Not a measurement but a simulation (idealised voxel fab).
Process module heading - voxel capacitor over wiring
Each square cell in cross-section cut measures 5 nm, and the section as a whole is 160 nm wide.
We lay out every cross-section as a grid of square cells and spell it out in bands from the top down, where one band means one or more rows of cells. For a band, the entry starts with two heights in nm, that of the top and then that of the bottom, and carries on with the band's materials in order from left to right, each alongside its width in nm; the word "edge to edge" beside a single material means it fills the band edge to edge, and "empty" means empty space. Heads up on the height convention: 0 is the point under which the incoming wafer is all one material, and the lowest band has no bottom, it just keeps going down, like "0 -> down". The notation "30 to 40" denotes a width that varies across the rows of cells in the band, beginning at the first number in the top row, finishing at the second number in the bottom row, and changing by an identical amount from each row to the next. Take "same as before" at face value: in the step it is given for, the cross-section changed in none of its cells. "Trapped voids" specifies each empty space that is not open to the top and that occupies no fewer than 8 cells, using the form width x height at distance, the distance measured from the left edge and all three quantities in nm. Heads up: the bit after the settings on a step's line is the simulator's remark on that step. You can add "overlay nm" to a step's line. For a step with a mask, it describes how far the mask lay to the right of its planned position, and a negative number describes a lay to the left.
[plan]
step 1: RECEIVE (material Si)
step 2: CONFORMAL_DEP (material SiO2; thk nm 10)
step 3: DIRECTIONAL_DEP (material TiN; thk nm 5)
step 4: DIRECTIONAL_DEP (material Ru; thk nm 25)
step 5: DIRECTIONAL_DEP (material aC; thk nm 10)
step 6: PATTERN (tone cover; mask id METAL_1; material resist; width nm 20; pitch nm 85; thk nm 30; overlay nm 0)
step 7: DIRECTIONAL_ETCH (etch materials aC; depth nm 10)
step 8: STRIP (etch materials resist)
step 9: DIRECTIONAL_ETCH (etch materials Ru; depth nm 25)
step 10: DIRECTIONAL_ETCH (etch materials TiN; depth nm 5)
step 11: STRIP (etch materials aC)
step 12: FILL_DEP (material lowk; thk nm 10)
step 13: CMP (height nm 40)
step 14: CONFORMAL_DEP (material SiCN; thk nm 5)
step 15: DIRECTIONAL_DEP (material lowk; thk nm 15)
step 16: PATTERN (tone open; mask id PLUG_1; material resist; width nm 15; thk nm 15; overlay nm 0)
step 17: DIRECTIONAL_ETCH (etch materials lowk; depth nm 15)
step 18: DIRECTIONAL_ETCH (etch materials SiCN; depth nm 5)
step 19: STRIP (etch materials resist)
step 20: EPI (material Ru; thk nm 10)
step 21: EPI (material Ru; thk nm 10)
step 22: DIRECTIONAL_DEP (material TiN; thk nm 5)
step 23: DIRECTIONAL_DEP (material HfO2; thk nm 5)
step 24: DIRECTIONAL_DEP (material TiN; thk nm 10)
step 25: PATTERN (tone cover; mask id UPPER_PLATE; material resist; width nm 70; thk nm 15; overlay nm 0)
step 26: DIRECTIONAL_ETCH (etch materials TiN; depth nm 10)
step 27: DIRECTIONAL_ETCH (etch materials HfO2; depth nm 5)
step 28: STRIP (etch materials resist)
step 29: DIRECTIONAL_DEP (material aC; thk nm 15)
step 30: PATTERN (tone cover; mask id LOWER_PLATE; material resist; width nm 80; thk nm 35; overlay nm 0)
step 31: DIRECTIONAL_ETCH (etch materials aC; depth nm 15)
step 32: STRIP (etch materials resist)
step 33: DIRECTIONAL_ETCH (etch materials TiN; depth nm 5)
step 34: STRIP (etch materials aC)
step 35: FILL_DEP (material SiO2; thk nm 15)
step 36: CMP (height nm 90)
step 37: MASKED_ETCH (tone open; mask id PLUG_2; width nm 15; etch materials SiO2; depth nm 10; overlay nm 0)
step 38: CONFORMAL_DEP (material TiN; thk nm 5)
step 39: FILL_DEP (material Ru; thk nm 10)
step 40: CMP (height nm 90)
step 41: CONFORMAL_DEP (material SiCN; thk nm 5)
[Cross-section of the wafer upon arrival, representing the state reached after step 1]
- 0 -> down  Si edge to edge
- Trapped voids: none
[Cross-section at module end, one run error; start and plan unchanged from above]
- 95 -> 90  SiCN edge to edge
- 90 -> 85  SiO2=40; TiN=5; Ru=5; TiN=5; SiO2=105
- 85 -> 75  SiO2=40 to 45; TiN=15 to 55; SiO2=105 to 60
- 75 -> 70  SiO2=30; TiN=70; SiO2=60
- 70 -> 65  SiO2=30; TiN=15; HfO2=55; SiO2=60
- 65 -> 60  SiO2=25; TiN=5; HfO2=15; TiN=60; SiO2=55
- 60 -> 55  SiCN=30; TiN=15; SiCN=115
- 55 -> 40  lowk edge to edge
- 40 -> 15  lowk=25; Ru=20; lowk=65; Ru=20; lowk=30
- 15 -> 10  lowk=25; TiN=20; lowk=65; TiN=20; lowk=30
- 10 -> 0  SiO2 edge to edge
- 0 -> down  Si edge to edge
- Trapped voids: none
The plan and the run diverged here: the intended sequence of steps 14 and 15 was reversed during processing, with each occupying the position of the other
